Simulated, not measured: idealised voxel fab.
process module | voxel transistor to metal
cross-section cut | 190 nm wide | cells 5 nm
A cross-section is a grid of square cells, given in bands from the top down. A band is one or more rows of cells.
Each band's line starts with the height of the band's top and of its bottom, in nm. Then come its materials from left to right, each with its width in nm. One material with "throughout" fills the band from edge to edge. "air" is empty space.
Height 0 is the level under which the wafer as received is all one material. The lowest band goes on downwards, as in "0 down".
A width such as "30 to 40" changes by the same amount from each row of cells to the next, from the band's top row to its bottom row.
"no change" after a step means that no cell of the cross-section changed.
closed voids: empty space of 8 cells or more with no open way to the top, each as width x height at its distance from the left edge, in nm
after a step's settings: what the simulator itself notes on the step
overlay nm, on a step with a mask: how far to the right of its planned place the mask lay; to the left if negative
Each pair below shows a cross-section before one step and the cross-section after it, down to the lowest band that changed. The line under each pair gives the step between them, with its settings. The pairs can come from different runs of this module on the same starting wafer, so a pair continues from the pair above only where its "before" says so.
before
  35 to 20: air 75 | SiN 10 | SiCN 20 | SiN 10 | air 75
  20 to 5: air 75 | SiN 10 | polySi 20 | SiN 10 | air 75
  5 to 0: air 35 | SiN 10 | air 30 | SiN 10 | polySi 20 | SiN 10 | air 30 | SiN 10 | air 35
  0 to -5: SiO2 35 | SiN 10 | air 30 | SiN 10 | polySi 20 | SiN 10 | air 30 | SiN 10 | SiO2 35
  -5 to -10: SiO2 35 | SiN 10 | air 30 | SiO2 40 | air 30 | SiN 10 | SiO2 35
  -10 to -15: SiO2 50 | Si 90 | SiO2 50
  -15 to -35: SiO2 45 | Si 100 | SiO2 45
  -35 down: Si throughout
  closed voids: none
after
  35 to 20: air 75 | SiN 10 | SiCN 20 | SiN 10 | air 75
  20 to 5: air 75 | SiN 10 | polySi 20 | SiN 10 | air 75
  5 to 0: air 35 | SiN 10 | air 30 | SiN 10 | polySi 20 | SiN 10 | air 30 | SiN 10 | air 35
  0 to -5: SiO2 35 | SiN 10 | air 30 | SiN 10 | polySi 20 | SiN 10 | air 30 | SiN 10 | SiO2 35
  -5 to -10: SiO2 35 | SiN 10 | air 30 | SiO2 40 | air 30 | SiN 10 | SiO2 35
  -10 to -15: SiO2 50 | air 25 | Si 40 | air 25 | SiO2 50
  below -15: unchanged
  closed voids: none
the step between: op DIRECTIONAL_ETCH | etch materials Si | depth nm 5
before: the cross-section after the pair above
after
  35 to 20: air 75 | SiN 10 | SiCN 20 | SiN 10 | air 75
  20 to 5: air 75 | SiN 10 | polySi 20 | SiN 10 | air 75
  5 to 0: air 35 | SiN 10 | air 30 | SiN 10 | polySi 20 | SiN 10 | air 30 | SiN 10 | air 35
  0 to -5: SiO2 35 | SiN 10 | air 30 | SiN 10 | polySi 20 | SiN 10 | air 30 | SiN 10 | SiO2 35
  -5 to -10: SiO2 35 | SiN 10 | air 25 | nSi 5 | SiO2 40 | nSi 5 | air 25 | SiN 10 | SiO2 35
  -10 to -15: SiO2 50 | nSi 25 | Si 40 | nSi 25 | SiO2 50
  below -15: unchanged
  closed voids: none
the step between: op EPI | material nSi | thk nm 5
before: the cross-section after the pair above
after
  40 to 35: SiO2 throughout
  35 to 20: SiO2 75 | SiN 10 | SiCN 20 | SiN 10 | SiO2 75
  20 to 5: SiO2 75 | SiN 10 | polySi 20 | SiN 10 | SiO2 75
  5 to -5: SiO2 35 | SiN 10 | SiO2 30 | SiN 10 | polySi 20 | SiN 10 | SiO2 30 | SiN 10 | SiO2 35
  -5 to -10: SiO2 35 | SiN 10 | SiO2 25 | nSi 5 | SiO2 40 | nSi 5 | SiO2 25 | SiN 10 | SiO2 35
  below -10: unchanged
  closed voids: none
the step between: op FILL_DEP | material SiO2 | thk nm 5
before: the cross-section after the pair above
after
  35 to 20: SiO2 75 | SiN 10 | SiCN 20 | SiN 10 | SiO2 75
  below 20: unchanged
  closed voids: none
the step between: op CMP | height nm 35
before: the cross-section after the pair above
after
  50 to 35: SiO2 throughout
  below 35: unchanged
  closed voids: none
the step between: op DIRECTIONAL_DEP | material SiO2 | thk nm 15
before: the cross-section after the pair above
after
  50 to 35: SiO2 50 | air 20 | SiO2 50 | air 20 | SiO2 50
  35 to 20: SiO2 50 | air 20 | SiO2 5 | SiN 10 | SiCN 20 | SiN 10 | SiO2 5 | air 20 | SiO2 50
  20 to 5: SiO2 50 | air 20 | SiO2 5 | SiN 10 | polySi 20 | SiN 10 | SiO2 5 | air 20 | SiO2 50
  5 to -5: SiO2 35 | SiN 10 | SiO2 5 | air 20 | SiO2 5 | SiN 10 | polySi 20 | SiN 10 | SiO2 5 | air 20 | SiO2 5 | SiN 10 | SiO2 35
  -5 to -10: SiO2 35 | SiN 10 | SiO2 5 | air 20 | nSi 5 | SiO2 40 | nSi 5 | air 20 | SiO2 5 | SiN 10 | SiO2 35
  below -10: unchanged
  closed voids: none
the step between: op MASKED_ETCH | tone open | mask id CONTACT | width nm 20 | pitch nm 70 | etch materials SiO2 | depth nm 60 | overlay nm 0
before: the cross-section after the pair above
after
  55 to 50: TiN 55 | air 10 | TiN 60 | air 10 | TiN 55
  50 to 35: SiO2 50 | TiN 5 | air 10 | TiN 5 | SiO2 50 | TiN 5 | air 10 | TiN 5 | SiO2 50
  35 to 20: SiO2 50 | TiN 5 | air 10 | TiN 5 | SiO2 5 | SiN 10 | SiCN 20 | SiN 10 | SiO2 5 | TiN 5 | air 10 | TiN 5 | SiO2 50
  20 to 5: SiO2 50 | TiN 5 | air 10 | TiN 5 | SiO2 5 | SiN 10 | polySi 20 | SiN 10 | SiO2 5 | TiN 5 | air 10 | TiN 5 | SiO2 50
  5 to -5: SiO2 35 | SiN 10 | SiO2 5 | TiN 5 | air 10 | TiN 5 | SiO2 5 | SiN 10 | polySi 20 | SiN 10 | SiO2 5 | TiN 5 | air 10 | TiN 5 | SiO2 5 | SiN 10 | SiO2 35
  -5 to -10: SiO2 35 | SiN 10 | SiO2 5 | TiN 20 | nSi 5 | SiO2 40 | nSi 5 | TiN 20 | SiO2 5 | SiN 10 | SiO2 35
  below -10: unchanged
  closed voids: none
the step between: op CONFORMAL_DEP | material TiN | thk nm 5
before: the cross-section after the pair above
after
  65 to 55: Ru throughout
  55 to 50: TiN 55 | Ru 10 | TiN 60 | Ru 10 | TiN 55
  50 to 35: SiO2 50 | TiN 5 | Ru 10 | TiN 5 | SiO2 50 | TiN 5 | Ru 10 | TiN 5 | SiO2 50
  35 to 20: SiO2 50 | TiN 5 | Ru 10 | TiN 5 | SiO2 5 | SiN 10 | SiCN 20 | SiN 10 | SiO2 5 | TiN 5 | Ru 10 | TiN 5 | SiO2 50
  20 to 5: SiO2 50 | TiN 5 | Ru 10 | TiN 5 | SiO2 5 | SiN 10 | polySi 20 | SiN 10 | SiO2 5 | TiN 5 | Ru 10 | TiN 5 | SiO2 50
  5 to -5: SiO2 35 | SiN 10 | SiO2 5 | TiN 5 | Ru 10 | TiN 5 | SiO2 5 | SiN 10 | polySi 20 | SiN 10 | SiO2 5 | TiN 5 | Ru 10 | TiN 5 | SiO2 5 | SiN 10 | SiO2 35
  below -5: unchanged
  closed voids: none
the step between: op FILL_DEP | material Ru | thk nm 10
before: the cross-section after the pair above
after
  50 to 35: SiO2 50 | TiN 5 | Ru 10 | TiN 5 | SiO2 50 | TiN 5 | Ru 10 | TiN 5 | SiO2 50
  below 35: unchanged
  closed voids: none
the step between: op CMP | height nm 50
before: the cross-section after the pair above
after
  55 to 50: TiN throughout
  below 50: unchanged
  closed voids: none
the step between: op DIRECTIONAL_DEP | material TiN | thk nm 5
before: the cross-section after the pair above
after
  70 to 55: Ru throughout
  below 55: unchanged
  closed voids: none
the step between: op DIRECTIONAL_DEP | material Ru | thk nm 15
before: the cross-section after the pair above
after
  90 to 70: air 50 | resist 20 | air 50 | resist 20 | air 50
  below 70: unchanged
  closed voids: none
the step between: op PATTERN | tone cover | mask id METAL_1 | material resist | width nm 20 | pitch nm 70 | thk nm 20 | overlay nm 0
before: the cross-section after the pair above
after
  90 to 70: air 50 | resist 20 | air 50 | resist 20 | air 50
  70 to 55: air 50 | Ru 20 | air 50 | Ru 20 | air 50
  below 55: unchanged
  closed voids: none
the step between: op DIRECTIONAL_ETCH | etch materials Ru | depth nm 15
before: the cross-section after the pair above
after
  90 to 70: air 50 | resist 20 | air 50 | resist 20 | air 50
  70 to 55: air 50 | Ru 20 | air 50 | Ru 20 | air 50
  55 to 50: air 50 | TiN 20 | air 50 | TiN 20 | air 50
  below 50: unchanged
  closed voids: none
the step between: op DIRECTIONAL_ETCH | etch materials TiN | depth nm 5
before: the cross-section after the pair above
after
  70 to 55: air 50 | Ru 20 | air 50 | Ru 20 | air 50
  below 55: unchanged
  closed voids: none
the step between: op STRIP | etch materials resist
before: the cross-section after the pair above
after
  75 to 70: air 45 | SiN 30 | air 40 | SiN 30 | air 45
  70 to 55: air 45 | SiN 5 | Ru 20 | SiN 5 | air 40 | SiN 5 | Ru 20 | SiN 5 | air 45
  55 to 50: SiN 50 | TiN 20 | SiN 50 | TiN 20 | SiN 50
  below 50: unchanged
  closed voids: none
the step between: op CONFORMAL_DEP | material SiN | thk nm 5
before: the cross-section after the pair above
after
  80 to 75: SiO2 throughout
  75 to 70: SiO2 45 | SiN 30 | SiO2 40 | SiN 30 | SiO2 45
  70 to 55: SiO2 45 | SiN 5 | Ru 20 | SiN 5 | SiO2 40 | SiN 5 | Ru 20 | SiN 5 | SiO2 45
  below 55: unchanged
  closed voids: none
the step between: op FILL_DEP | material SiO2 | thk nm 5
before: the cross-section after the pair above
after
  70 to 55: SiO2 45 | SiN 5 | Ru 20 | SiN 5 | SiO2 40 | SiN 5 | Ru 20 | SiN 5 | SiO2 45
  below 55: unchanged
  closed voids: none
the step between: op CMP | height nm 70
before: the cross-section after the pair above
after
  75 to 70: SiCN throughout
  below 70: unchanged
  closed voids: none
the step between: op CONFORMAL_DEP | material SiCN | thk nm 5
before
  15 to 0: air 45 | SiN 100 | air 45
  0 to -5: air 45 | SiO2 100 | air 45
  -5 down: Si throughout
  closed voids: none
after
  15 to 0: air 45 | SiN 100 | air 45
  0 to -5: air 45 | SiO2 100 | air 45
  -5 to -40: air 45 | Si 100 | air 45
  below -40: unchanged
  closed voids: none
the step between: op MASKED_ETCH | tone cover | mask id ACTIVE | width nm 100 | etch materials Si | depth nm 35 | overlay nm 0
before: the cross-section after the pair above
after
  30 to 15: SiO2 throughout
  15 to 0: SiO2 45 | SiN 100 | SiO2 45
  0 to -5: SiO2 throughout
  -5 to -40: SiO2 45 | Si 100 | SiO2 45
  below -40: unchanged
  closed voids: none
the step between: op FILL_DEP | material SiO2 | thk nm 15
before: the cross-section after the pair above
after
  15 to 0: SiO2 45 | SiN 100 | SiO2 45
  below 0: unchanged
  closed voids: none
the step between: op CMP | height nm 15
before: the cross-section after the pair above
after
  15 to 10: air 45 | SiN 100 | air 45
  below 10: unchanged
  closed voids: none
the step between: op SELECTIVE_ETCH | etch materials SiO2 | depth nm 5
before: the cross-section after the pair above
after
  10 to 0: SiO2 45 | air 100 | SiO2 45
  below 0: unchanged
  closed voids: none
the step between: op STRIP | etch materials SiN
before: the cross-section after the pair above
after
  5 to -5: SiO2 40 | air 110 | SiO2 40
  below -5: unchanged
  closed voids: none
the step between: op SELECTIVE_ETCH | etch materials SiO2 | depth nm 5
before: the cross-section after the pair above
after
  5 to -5: SiO2 40 | air 110 | SiO2 40
  -5 to -10: SiO2 throughout
  below -10: unchanged
  closed voids: none
the step between: op OXIDIZE | depth nm 5
before: the cross-section after the pair above
after
  30 to 20: polySi 40 | air 110 | polySi 40
  20 to 5: polySi throughout
  5 to -5: SiO2 40 | polySi 110 | SiO2 40
  below -5: unchanged
  closed voids: none
the step between: op DIRECTIONAL_DEP | material polySi | thk nm 25
before: the cross-section after the pair above
after
  45 to 35: SiCN 40 | air 110 | SiCN 40
  35 to 30: SiCN throughout
  30 to 20: polySi 40 | SiCN 110 | polySi 40
  below 20: unchanged
  closed voids: none
the step between: op DIRECTIONAL_DEP | material SiCN | thk nm 15
before: the cross-section after the pair above
after
  35 to 30: air 85 | SiCN 20 | air 85
  30 to 20: polySi 40 | air 45 | SiCN 20 | air 45 | polySi 40
  below 20: unchanged
  closed voids: none
the step between: op MASKED_ETCH | tone cover | mask id GATE | width nm 20 | etch materials SiCN | depth nm 25 | overlay nm 0
before: the cross-section after the pair above
after
  35 to 20: air 85 | SiCN 20 | air 85
  20 to 5: air 85 | polySi 20 | air 85
  5 to -5: SiO2 40 | air 45 | polySi 20 | air 45 | SiO2 40
  below -5: unchanged
  closed voids: none
the step between: op MASKED_ETCH | tone cover | mask id GATE | width nm 20 | etch materials polySi | depth nm 35 | overlay nm 0
before: the cross-section after the pair above
after
  45 to 35: air 75 | SiN 40 | air 75
  35 to 20: air 75 | SiN 10 | SiCN 20 | SiN 10 | air 75
  20 to 15: air 75 | SiN 10 | polySi 20 | SiN 10 | air 75
  15 to 5: SiN 50 | air 25 | SiN 10 | polySi 20 | SiN 10 | air 25 | SiN 50
  5 to -5: SiO2 40 | SiN 45 | polySi 20 | SiN 45 | SiO2 40
  below -5: unchanged
  closed voids: none
the step between: op CONFORMAL_DEP | material SiN | thk nm 10
before: the cross-section after the pair above
after
  35 to 20: air 75 | SiN 10 | SiCN 20 | SiN 10 | air 75
  20 to 5: air 75 | SiN 10 | polySi 20 | SiN 10 | air 75
  5 to -5: SiO2 40 | SiN 10 | air 25 | SiN 10 | polySi 20 | SiN 10 | air 25 | SiN 10 | SiO2 40
  below -5: unchanged
  closed voids: none
the step between: op DIRECTIONAL_ETCH | etch materials SiN | depth nm 10
before: the cross-section after the pair above
after
  35 to 20: air 75 | SiN 10 | SiCN 20 | SiN 10 | air 75
  20 to 5: air 75 | SiN 10 | polySi 20 | SiN 10 | air 75
  5 to 0: air 40 | SiN 10 | air 25 | SiN 10 | polySi 20 | SiN 10 | air 25 | SiN 10 | air 40
  0 to -5: SiO2 40 | SiN 10 | air 25 | SiN 10 | polySi 20 | SiN 10 | air 25 | SiN 10 | SiO2 40
  -5 to -10: SiO2 50 | air 25 | SiO2 40 | air 25 | SiO2 50
  below -10: unchanged
  closed voids: none
the step between: op DIRECTIONAL_ETCH | etch materials SiO2 | depth nm 5
before: the cross-section after the pair above
after
  35 to 20: air 75 | SiN 10 | SiCN 20 | SiN 10 | air 75
  20 to 5: air 75 | SiN 10 | polySi 20 | SiN 10 | air 75
  5 to 0: air 40 | SiN 10 | air 25 | SiN 10 | polySi 20 | SiN 10 | air 25 | SiN 10 | air 40
  0 to -5: SiO2 40 | SiN 10 | air 25 | SiN 10 | polySi 20 | SiN 10 | air 25 | SiN 10 | SiO2 40
  -5 to -10: SiO2 50 | air 25 | SiO2 40 | air 25 | SiO2 50
  -10 to -15: SiO2 45 | Si 5 | air 25 | Si 40 | air 25 | Si 5 | SiO2 45
  below -15: unchanged
  closed voids: none
the step between: op DIRECTIONAL_ETCH | etch materials Si | depth nm 5
before: the cross-section after the pair above
after
  35 to 20: air 75 | SiN 10 | SiCN 20 | SiN 10 | air 75
  20 to 5: air 75 | SiN 10 | polySi 20 | SiN 10 | air 75
  5 to 0: air 40 | SiN 10 | air 25 | SiN 10 | polySi 20 | SiN 10 | air 25 | SiN 10 | air 40
  0 to -5: SiO2 40 | SiN 10 | air 25 | SiN 10 | polySi 20 | SiN 10 | air 25 | SiN 10 | SiO2 40
  -5 to -10: SiO2 50 | nSi 5 | air 15 | nSi 5 | SiO2 40 | nSi 5 | air 15 | nSi 5 | SiO2 50
  -10 to -15: SiO2 45 | Si 5 | nSi 25 | Si 40 | nSi 25 | Si 5 | SiO2 45
  below -15: unchanged
  closed voids: none
the step between: op EPI | material nSi | thk nm 5
before: the cross-section after the pair above
after
  40 to 35: SiO2 throughout
  35 to 20: SiO2 75 | SiN 10 | SiCN 20 | SiN 10 | SiO2 75
  20 to 5: SiO2 75 | SiN 10 | polySi 20 | SiN 10 | SiO2 75
  5 to -5: SiO2 40 | SiN 10 | SiO2 25 | SiN 10 | polySi 20 | SiN 10 | SiO2 25 | SiN 10 | SiO2 40
  -5 to -10: SiO2 50 | nSi 5 | SiO2 15 | nSi 5 | SiO2 40 | nSi 5 | SiO2 15 | nSi 5 | SiO2 50
  below -10: unchanged
  closed voids: none
the step between: op FILL_DEP | material SiO2 | thk nm 5
before: the cross-section after the pair above
after
  35 to 20: SiO2 75 | SiN 10 | SiCN 20 | SiN 10 | SiO2 75
  below 20: unchanged
  closed voids: none
the step between: op CMP | height nm 35
before: the cross-section after the pair above
after
  50 to 35: SiO2 throughout
  below 35: unchanged
  closed voids: none
the step between: op DIRECTIONAL_DEP | material SiO2 | thk nm 15
before: the cross-section after the pair above
after
  50 to 35: SiO2 50 | air 20 | SiO2 50 | air 20 | SiO2 50
  35 to 20: SiO2 50 | air 20 | SiO2 5 | SiN 10 | SiCN 20 | SiN 10 | SiO2 5 | air 20 | SiO2 50
  20 to 5: SiO2 50 | air 20 | SiO2 5 | SiN 10 | polySi 20 | SiN 10 | SiO2 5 | air 20 | SiO2 50
  5 to -5: SiO2 40 | SiN 10 | air 20 | SiO2 5 | SiN 10 | polySi 20 | SiN 10 | SiO2 5 | air 20 | SiN 10 | SiO2 40
  -5 to -10: SiO2 50 | nSi 5 | air 15 | nSi 5 | SiO2 40 | nSi 5 | air 15 | nSi 5 | SiO2 50
  below -10: unchanged
  closed voids: none
the step between: op MASKED_ETCH | tone open | mask id CONTACT | width nm 20 | pitch nm 70 | etch materials SiO2 | depth nm 60 | overlay nm 0
before: the cross-section after the pair above
after
  55 to 50: TiN 55 | air 10 | TiN 60 | air 10 | TiN 55
  50 to 35: SiO2 50 | TiN 5 | air 10 | TiN 5 | SiO2 50 | TiN 5 | air 10 | TiN 5 | SiO2 50
  35 to 20: SiO2 50 | TiN 5 | air 10 | TiN 5 | SiO2 5 | SiN 10 | SiCN 20 | SiN 10 | SiO2 5 | TiN 5 | air 10 | TiN 5 | SiO2 50
  20 to 5: SiO2 50 | TiN 5 | air 10 | TiN 5 | SiO2 5 | SiN 10 | polySi 20 | SiN 10 | SiO2 5 | TiN 5 | air 10 | TiN 5 | SiO2 50
  5 to -5: SiO2 40 | SiN 10 | TiN 5 to 10 | air 10 to 5 | TiN 5 | SiO2 5 | SiN 10 | polySi 20 | SiN 10 | SiO2 5 | TiN 5 | air 10 to 5 | TiN 5 to 10 | SiN 10 | SiO2 40
  -5 to -10: SiO2 50 | nSi 5 | TiN 15 | nSi 5 | SiO2 40 | nSi 5 | TiN 15 | nSi 5 | SiO2 50
  below -10: unchanged
  closed voids: none
the step between: op CONFORMAL_DEP | material TiN | thk nm 5
before: the cross-section after the pair above
after
  65 to 55: Ru throughout
  55 to 50: TiN 55 | Ru 10 | TiN 60 | Ru 10 | TiN 55
  50 to 35: SiO2 50 | TiN 5 | Ru 10 | TiN 5 | SiO2 50 | TiN 5 | Ru 10 | TiN 5 | SiO2 50
  35 to 20: SiO2 50 | TiN 5 | Ru 10 | TiN 5 | SiO2 5 | SiN 10 | SiCN 20 | SiN 10 | SiO2 5 | TiN 5 | Ru 10 | TiN 5 | SiO2 50
  20 to 5: SiO2 50 | TiN 5 | Ru 10 | TiN 5 | SiO2 5 | SiN 10 | polySi 20 | SiN 10 | SiO2 5 | TiN 5 | Ru 10 | TiN 5 | SiO2 50
  5 to -5: SiO2 40 | SiN 10 | TiN 5 to 10 | Ru 10 to 5 | TiN 5 | SiO2 5 | SiN 10 | polySi 20 | SiN 10 | SiO2 5 | TiN 5 | Ru 10 to 5 | TiN 5 to 10 | SiN 10 | SiO2 40
  below -5: unchanged
  closed voids: none
the step between: op FILL_DEP | material Ru | thk nm 10
before: the cross-section after the pair above
after
  50 to 35: SiO2 50 | TiN 5 | Ru 10 | TiN 5 | SiO2 50 | TiN 5 | Ru 10 | TiN 5 | SiO2 50
  below 35: unchanged
  closed voids: none
the step between: op CMP | height nm 50
before: the cross-section after the pair above
after
  55 to 50: TiN throughout
  below 50: unchanged
  closed voids: none
the step between: op DIRECTIONAL_DEP | material TiN | thk nm 5
before: the cross-section after the pair above
after
  70 to 55: Ru throughout
  below 55: unchanged
  closed voids: none
the step between: op DIRECTIONAL_DEP | material Ru | thk nm 15
before: the cross-section after the pair above
after
  90 to 70: air 50 | resist 20 | air 50 | resist 20 | air 50
  below 70: unchanged
  closed voids: none
the step between: op PATTERN | tone cover | mask id METAL_1 | material resist | width nm 20 | pitch nm 70 | thk nm 20 | overlay nm 0
before: the cross-section after the pair above
after
  90 to 70: air 50 | resist 20 | air 50 | resist 20 | air 50
  70 to 55: air 50 | Ru 20 | air 50 | Ru 20 | air 50
  below 55: unchanged
  closed voids: none
the step between: op DIRECTIONAL_ETCH | etch materials Ru | depth nm 15
before: the cross-section after the pair above
after
  90 to 70: air 50 | resist 20 | air 50 | resist 20 | air 50
  70 to 55: air 50 | Ru 20 | air 50 | Ru 20 | air 50
  55 to 50: air 50 | TiN 20 | air 50 | TiN 20 | air 50
  below 50: unchanged
  closed voids: none
the step between: op DIRECTIONAL_ETCH | etch materials TiN | depth nm 5
before: the cross-section after the pair above
after
  70 to 55: air 50 | Ru 20 | air 50 | Ru 20 | air 50
  below 55: unchanged
  closed voids: none
the step between: op STRIP | etch materials resist
before: the cross-section after the pair above
after
  75 to 70: air 45 | SiN 30 | air 40 | SiN 30 | air 45
  70 to 55: air 45 | SiN 5 | Ru 20 | SiN 5 | air 40 | SiN 5 | Ru 20 | SiN 5 | air 45
  55 to 50: SiN 50 | TiN 20 | SiN 50 | TiN 20 | SiN 50
  below 50: unchanged
  closed voids: none
the step between: op CONFORMAL_DEP | material SiN | thk nm 5
before: the cross-section after the pair above
after
  80 to 75: SiO2 throughout
  75 to 70: SiO2 45 | SiN 30 | SiO2 40 | SiN 30 | SiO2 45
  70 to 55: SiO2 45 | SiN 5 | Ru 20 | SiN 5 | SiO2 40 | SiN 5 | Ru 20 | SiN 5 | SiO2 45
  below 55: unchanged
  closed voids: none
the step between: op FILL_DEP | material SiO2 | thk nm 5
before: the cross-section after the pair above
after
  70 to 55: SiO2 45 | SiN 5 | Ru 20 | SiN 5 | SiO2 40 | SiN 5 | Ru 20 | SiN 5 | SiO2 45
  below 55: unchanged
  closed voids: none
the step between: op CMP | height nm 70
before: the cross-section after the pair above
after
  75 to 70: SiCN throughout
  below 70: unchanged
  closed voids: none
the step between: op CONFORMAL_DEP | material SiCN | thk nm 5
before
  50 to 35: SiO2 throughout
  35 to 20: SiO2 75 | SiN 10 | SiCN 20 | SiN 10 | SiO2 75
  20 to 5: SiO2 75 | SiN 10 | polySi 20 | SiN 10 | SiO2 75
  5 to -5: SiO2 40 | SiN 10 | SiO2 25 | SiN 10 | polySi 20 | SiN 10 | SiO2 25 | SiN 10 | SiO2 40
  -5 to -10: SiO2 50 | nSi 5 | SiO2 15 | nSi 5 | SiO2 40 | nSi 5 | SiO2 15 | nSi 5 | SiO2 50
  -10 to -15: SiO2 45 | Si 5 | nSi 25 | Si 40 | nSi 25 | Si 5 | SiO2 45
  -15 to -35: SiO2 45 | Si 100 | SiO2 45
  -35 down: Si throughout
  closed voids: none
after
  50 to 35: SiO2 45 | air 30 | SiO2 40 | air 30 | SiO2 45
  35 to 20: SiO2 45 | air 30 | SiN 10 | SiCN 20 | SiN 10 | air 30 | SiO2 45
  20 to 5: SiO2 45 | air 30 | SiN 10 | polySi 20 | SiN 10 | air 30 | SiO2 45
  5 to -5: SiO2 40 | SiN 10 | air 25 | SiN 10 | polySi 20 | SiN 10 | air 25 | SiN 10 | SiO2 40
  -5 to -10: SiO2 50 | nSi 5 | air 15 | nSi 5 | SiO2 40 | nSi 5 | air 15 | nSi 5 | SiO2 50
  below -10: unchanged
  closed voids: none
the step between: op MASKED_ETCH | tone open | mask id CONTACT | width nm 30 | pitch nm 70 | etch materials SiO2 | depth nm 60 | overlay nm 0
before: the cross-section after the pair above
after
  55 to 50: TiN 50 | air 20 | TiN 50 | air 20 | TiN 50
  50 to 35: SiO2 45 | TiN 5 | air 20 | TiN 5 | SiO2 40 | TiN 5 | air 20 | TiN 5 | SiO2 45
  35 to 20: SiO2 45 | TiN 5 | air 20 | TiN 5 | SiN 10 | SiCN 20 | SiN 10 | TiN 5 | air 20 | TiN 5 | SiO2 45
  20 to 10: SiO2 45 | TiN 5 | air 20 | TiN 5 | SiN 10 | polySi 20 | SiN 10 | TiN 5 | air 20 | TiN 5 | SiO2 45
  10 to 5: SiO2 45 | TiN 10 | air 15 | TiN 5 | SiN 10 | polySi 20 | SiN 10 | TiN 5 | air 15 | TiN 10 | SiO2 45
  5 to -5: SiO2 40 | SiN 10 | TiN 5 to 10 | air 15 to 5 | TiN 5 to 10 | SiN 10 | polySi 20 | SiN 10 | TiN 5 to 10 | air 15 to 5 | TiN 5 to 10 | SiN 10 | SiO2 40
  -5 to -10: SiO2 50 | nSi 5 | TiN 15 | nSi 5 | SiO2 40 | nSi 5 | TiN 15 | nSi 5 | SiO2 50
  below -10: unchanged
  closed voids: none
the step between: op CONFORMAL_DEP | material TiN | thk nm 5
before: the cross-section after the pair above
after
  65 to 55: Ru throughout
  55 to 50: TiN 50 | Ru 20 | TiN 50 | Ru 20 | TiN 50
  50 to 35: SiO2 45 | TiN 5 | Ru 20 | TiN 5 | SiO2 40 | TiN 5 | Ru 20 | TiN 5 | SiO2 45
  35 to 20: SiO2 45 | TiN 5 | Ru 20 | TiN 5 | SiN 10 | SiCN 20 | SiN 10 | TiN 5 | Ru 20 | TiN 5 | SiO2 45
  20 to 10: SiO2 45 | TiN 5 | Ru 20 | TiN 5 | SiN 10 | polySi 20 | SiN 10 | TiN 5 | Ru 20 | TiN 5 | SiO2 45
  10 to 5: SiO2 45 | TiN 10 | Ru 15 | TiN 5 | SiN 10 | polySi 20 | SiN 10 | TiN 5 | Ru 15 | TiN 10 | SiO2 45
  5 to -5: SiO2 40 | SiN 10 | TiN 5 to 10 | Ru 15 to 5 | TiN 5 to 10 | SiN 10 | polySi 20 | SiN 10 | TiN 5 to 10 | Ru 15 to 5 | TiN 5 to 10 | SiN 10 | SiO2 40
  below -5: unchanged
  closed voids: none
the step between: op FILL_DEP | material Ru | thk nm 10
before: the cross-section after the pair above
after
  50 to 35: SiO2 45 | TiN 5 | Ru 20 | TiN 5 | SiO2 40 | TiN 5 | Ru 20 | TiN 5 | SiO2 45
  below 35: unchanged
  closed voids: none
the step between: op CMP | height nm 50
before: the cross-section after the pair above
after
  55 to 50: TiN throughout
  below 50: unchanged
  closed voids: none
the step between: op DIRECTIONAL_DEP | material TiN | thk nm 5
before: the cross-section after the pair above
after
  70 to 55: Ru throughout
  below 55: unchanged
  closed voids: none
the step between: op DIRECTIONAL_DEP | material Ru | thk nm 15
before: the cross-section after the pair above
after
  90 to 70: air 50 | resist 20 | air 50 | resist 20 | air 50
  below 70: unchanged
  closed voids: none
the step between: op PATTERN | tone cover | mask id METAL_1 | material resist | width nm 20 | pitch nm 70 | thk nm 20 | overlay nm 0
before: the cross-section after the pair above
after
  90 to 70: air 50 | resist 20 | air 50 | resist 20 | air 50
  70 to 55: air 50 | Ru 20 | air 50 | Ru 20 | air 50
  below 55: unchanged
  closed voids: none
the step between: op DIRECTIONAL_ETCH | etch materials Ru | depth nm 15
before: the cross-section after the pair above
after
  90 to 70: air 50 | resist 20 | air 50 | resist 20 | air 50
  70 to 55: air 50 | Ru 20 | air 50 | Ru 20 | air 50
  55 to 50: air 50 | TiN 20 | air 50 | TiN 20 | air 50
  below 50: unchanged
  closed voids: none
the step between: op DIRECTIONAL_ETCH | etch materials TiN | depth nm 5
before: the cross-section after the pair above
after
  70 to 55: air 50 | Ru 20 | air 50 | Ru 20 | air 50
  below 55: unchanged
  closed voids: none
the step between: op STRIP | etch materials resist
before: the cross-section after the pair above
after
  75 to 70: air 45 | SiN 30 | air 40 | SiN 30 | air 45
  70 to 55: air 45 | SiN 5 | Ru 20 | SiN 5 | air 40 | SiN 5 | Ru 20 | SiN 5 | air 45
  55 to 50: SiN 50 | TiN 20 | SiN 50 | TiN 20 | SiN 50
  below 50: unchanged
  closed voids: none
the step between: op CONFORMAL_DEP | material SiN | thk nm 5
before: the cross-section after the pair above
after
  80 to 75: SiO2 throughout
  75 to 70: SiO2 45 | SiN 30 | SiO2 40 | SiN 30 | SiO2 45
  70 to 55: SiO2 45 | SiN 5 | Ru 20 | SiN 5 | SiO2 40 | SiN 5 | Ru 20 | SiN 5 | SiO2 45
  below 55: unchanged
  closed voids: none
the step between: op FILL_DEP | material SiO2 | thk nm 5
before: the cross-section after the pair above
after
  70 to 55: SiO2 45 | SiN 5 | Ru 20 | SiN 5 | SiO2 40 | SiN 5 | Ru 20 | SiN 5 | SiO2 45
  below 55: unchanged
  closed voids: none
the step between: op CMP | height nm 70
before: the cross-section after the pair above
after
  75 to 70: SiCN throughout
  below 70: unchanged
  closed voids: none
the step between: op CONFORMAL_DEP | material SiCN | thk nm 5
before
  70 to 55: Ru throughout
  55 to 50: TiN throughout
  50 to 35: SiO2 50 | TiN 5 | Ru 10 | TiN 5 | SiO2 50 | TiN 5 | Ru 10 | TiN 5 | SiO2 50
  35 to 20: SiO2 50 | TiN 5 | Ru 10 | TiN 5 | SiO2 5 | SiN 10 | SiCN 20 | SiN 10 | SiO2 5 | TiN 5 | Ru 10 | TiN 5 | SiO2 50
  20 to 5: SiO2 50 | TiN 5 | Ru 10 | TiN 5 | SiO2 5 | SiN 10 | polySi 20 | SiN 10 | SiO2 5 | TiN 5 | Ru 10 | TiN 5 | SiO2 50
  5 to -5: SiO2 40 | SiN 10 | TiN 5 to 10 | Ru 10 to 5 | TiN 5 | SiO2 5 | SiN 10 | polySi 20 | SiN 10 | SiO2 5 | TiN 5 | Ru 10 to 5 | TiN 5 to 10 | SiN 10 | SiO2 40
  -5 to -10: SiO2 50 | nSi 5 | TiN 15 | nSi 5 | SiO2 40 | nSi 5 | TiN 15 | nSi 5 | SiO2 50
  -10 to -15: SiO2 45 | Si 5 | nSi 25 | Si 40 | nSi 25 | Si 5 | SiO2 45
  -15 to -35: SiO2 45 | Si 100 | SiO2 45
  -35 down: Si throughout
  closed voids: none
after
  90 to 70: air 45 | resist 20 | air 50 | resist 20 | air 55
  below 70: unchanged
  closed voids: none
the step between: op PATTERN | tone cover | mask id METAL_1 | material resist | width nm 20 | pitch nm 70 | thk nm 20 | overlay nm -5
